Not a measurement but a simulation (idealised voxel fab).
Process module heading - voxel lift off
Cross-section cut spans 250 nm and uses square cells 5 nm in size.
A cross-section in this document is a grid of square cells, and it is written down as bands, the top band listed before the ones below it; a band is made up of one or more rows of cells. A band entry consists of two parts. The first gives the height of the band's top and the height of its bottom, in nm. The rest lists the band's materials from left to right, each with its width in nm. A single material labelled with the word "all across" fills the band from edge to edge, and the word "air" marks empty space. Beneath 0, the wafer as received is one material, and that level is where height counting begins. The lowest band goes on downward without a bottom; it is written like "0 -> down". Width spec "30 to 40" -> top row of cells at first value, bottom row at second value, equal per-row change in between. "no modifications" means the step left every cell of the cross-section as it was. The entry titled "closed voids" provides the empty spaces that have no open way to the top, restricted to those of 8 cells or more. Each is presented as width x height at distance, the distance being measured from the left edge, with all three in nm. Post-settings text on a step line: simulator's own remark regarding the step. Each step line may optionally specify "overlay nm", which for a step with a mask gives the rightward distance between the mask's planned place and where it lay, a negative value indicating the leftward direction.

So here's the lineup of process steps we planned:
1,RECEIVE: material Si
2,CONFORMAL_DEP: material SiN, thk nm 15
3,PATTERN: tone open, mask id LINES, material resist, width nm 30, pitch nm 50, thk nm 25, overlay nm 0
4,DIRECTIONAL_DEP: material Ru, thk nm 15
5,STRIP: etch materials resist
6,CONFORMAL_DEP: material SiCN, thk nm 10

As received, after step 1:
> 0 -> down  Si all across
> closed voids: none

Cross-section: first of two wafers, module finished, run according to plan:
> 40 -> 30  air=25  SiCN=200  air=25
> 30 -> 25  air=25  SiCN=10  Ru=30  SiCN=20  Ru=30  SiCN=20  Ru=30  SiCN=20  Ru=30  SiCN=10  air=25
> 25 -> 15  SiCN=35  Ru=30  SiCN=20  Ru=30  SiCN=20  Ru=30  SiCN=20  Ru=30  SiCN=35
> 15 -> 0  SiN all across
> 0 -> down  Si all across
> closed voids: none

Second wafer through the module, sectioned at the end: same beginning and same plan as the first wafer, with one mistake in carrying it out:
> 30 -> 25  air=25  SiCN=200  air=25
> 25 -> 20  SiCN all across
> 20 -> 15  SiCN=35  Ru=30  SiCN=20  Ru=30  SiCN=20  Ru=30  SiCN=20  Ru=30  SiCN=35
> 15 -> 0  SiN all across
> 0 -> down  Si all across
> closed voids: none
What broke from the plan during processing? for step 4, the planned setting was not used; the step was instead run as DIRECTIONAL_DEP: material Ru, thk nm 5
The closing comparison, in cells, has the second wafer with more or fewer of some materials than the first: -48 Ru | -32 SiCN
